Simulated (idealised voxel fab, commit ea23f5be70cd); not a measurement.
process module | voxel released beams
cross-section cut | 270 nm wide | cells 5 nm
A cross-section is a grid of square cells, given in bands from the top down. A band is one or more rows of cells.
Each band's line starts with the height of the band's top and of its bottom, in nm. Then come its materials from left to right, each with its width in nm. One material with "throughout" fills the band from edge to edge. "air" is empty space.
Height 0 is the level under which the wafer as received is all one material. The lowest band goes on downwards, as in "0 down".
A width such as "30 to 40" changes by the same amount from each row of cells to the next, from the band's top row to its bottom row.
"no change" after a step means that no cell of the cross-section changed.
closed voids: empty space of 8 cells or more with no open way to the top, each as width x height at its distance from the left edge, in nm
after a step's settings: what the simulator itself notes on the step
overlay nm, on a step with a mask: how far to the right of its planned place the mask lay; to the left if negative
plan
1 op RECEIVE | material Si
2 op CONFORMAL_DEP | material SiN | thk nm 5
3 op DIRECTIONAL_DEP | material SiO2 | thk nm 10
4 op MASKED_ETCH | tone open | mask id ANCHOR | width nm 35 | etch materials SiO2 | depth nm 10 | overlay nm 0
5 op CONFORMAL_DEP | material polySi | thk nm 10
6 op DIRECTIONAL_DEP | material aC | thk nm 15
7 op PATTERN | tone cover | mask id BEAM | material resist | width nm 100 | thk nm 30 | overlay nm 0
8 op DIRECTIONAL_ETCH | etch materials aC | depth nm 15
9 op STRIP | etch materials resist
10 op DIRECTIONAL_ETCH | etch materials polySi | depth nm 10
11 op STRIP | etch materials aC
12 op STRIP | etch materials SiO2
first wafer, as planned
as received, after step 1
  0 down: Si throughout
  closed voids: none
after step 2
  5 to 0: SiN throughout
  below 0: unchanged
after step 3
  15 to 5: SiO2 throughout
  below 5: unchanged
after step 4
  15 to 5: SiO2 85 | air 35 | SiO2 150
  below 5: unchanged
after step 5
  25 to 15: polySi 95 | air 15 | polySi 160
  15 to 5: SiO2 85 | polySi 35 | SiO2 150
  below 5: unchanged
after step 6
  40 to 30: aC 95 | air 15 | aC 160
  30 to 25: aC throughout
  25 to 15: polySi 95 | aC 15 | polySi 160
  below 15: unchanged
after step 7
  70 to 40: air 80 | resist 100 | air 90
  40 to 30: aC 95 | resist 15 | aC 160
  below 30: unchanged
after step 8
  55 to 40: air 80 | resist 100 | air 90
  40 to 30: air 80 | aC 15 | resist 15 | aC 70 | air 90
  30 to 25: air 80 | aC 100 | air 90
  below 25: unchanged
after step 9
  40 to 30: air 80 | aC 15 | air 15 | aC 70 | air 90
  below 30: unchanged
after step 10
  40 to 30: air 80 | aC 15 | air 15 | aC 70 | air 90
  30 to 25: air 80 | aC 100 | air 90
  25 to 15: air 80 | polySi 15 | aC 15 | polySi 70 | air 90
  below 15: unchanged
after step 11
  25 to 15: air 80 | polySi 15 | air 15 | polySi 70 | air 90
  below 15: unchanged
after step 12
  25 to 15: air 80 | polySi 15 | air 15 | polySi 70 | air 90
  15 to 5: air 85 | polySi 35 | air 150
  below 5: unchanged
second wafer: like start, like plan, one mistake. Through step 4 it matches the first wafer
when step 5 should have ended
  25 to 15: SiN 95 | air 15 | SiN 160
  15 to 5: SiO2 85 | SiN 35 | SiO2 150
  below 5: unchanged
when step 6 should have ended
  40 to 30: aC 95 | air 15 | aC 160
  30 to 25: aC throughout
  25 to 15: SiN 95 | aC 15 | SiN 160
  below 15: unchanged
when step 7 should have ended
  70 to 40: air 80 | resist 100 | air 90
  40 to 30: aC 95 | resist 15 | aC 160
  below 30: unchanged
when step 8 should have ended
  55 to 40: air 80 | resist 100 | air 90
  40 to 30: air 80 | aC 15 | resist 15 | aC 70 | air 90
  30 to 25: air 80 | aC 100 | air 90
  below 25: unchanged
when step 9 should have ended
  40 to 30: air 80 | aC 15 | air 15 | aC 70 | air 90
  below 30: unchanged
when step 10 should have ended: no change
when step 11 should have ended
  25 to 15: SiN 95 | air 15 | SiN 160
  below 15: unchanged
when step 12 should have ended: no change
what went wrong: step 5 ran as: op CONFORMAL_DEP | material SiN | thk nm 10
at the end the second wafer has, in cells: 116 more of SiN | 94 more of SiO2 | 48 fewer of polySi
